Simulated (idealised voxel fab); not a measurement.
process module | voxel released beams
cross-section cut | 290 nm wide | cells 5 nm
A cross-section is a grid of square cells, given in bands from the top down. A band is one or more rows of cells.
Each band's line starts with the height of the band's top and of its bottom, in nm. Then come its materials from left to right, each with its width in nm. One material with "throughout" fills the band from edge to edge. "air" is empty space.
Height 0 is the level under which the wafer as received is all one material. The lowest band goes on downwards, as in "0 down".
A width such as "30 to 40" changes by the same amount from each row of cells to the next, from the band's top row to its bottom row.
"no change" after a step means that no cell of the cross-section changed.
closed voids: empty space of 8 cells or more with no open way to the top, each as width x height at its distance from the left edge, in nm
after a step's settings: what the simulator itself notes on the step
overlay nm, on a step with a mask: how far to the right of its planned place the mask lay; to the left if negative
plan
1 op RECEIVE | material Si
2 op CONFORMAL_DEP | material SiN | thk nm 10
3 op DIRECTIONAL_DEP | material SiO2 | thk nm 10
4 op PATTERN | tone open | mask id ANCHOR | material resist | width nm 45 | thk nm 15 | overlay nm 0
5 op DIRECTIONAL_ETCH | etch materials SiO2 | depth nm 10
6 op STRIP | etch materials resist
7 op CONFORMAL_DEP | material polySi | thk nm 15
8 op MASKED_ETCH | tone cover | mask id BEAM | width nm 105 | etch materials polySi | depth nm 15 | overlay nm 0
9 op STRIP | etch materials SiO2
as received, after step 1
  0 down: Si throughout
  closed voids: none
a wafer at the end: this start, this plan, one mistake
  15 to 0: air 90 | polySi 105 | air 95
  0 down: Si throughout
  closed voids: none
what went wrong: step 6 ran as: op STRIP | etch materials SiN
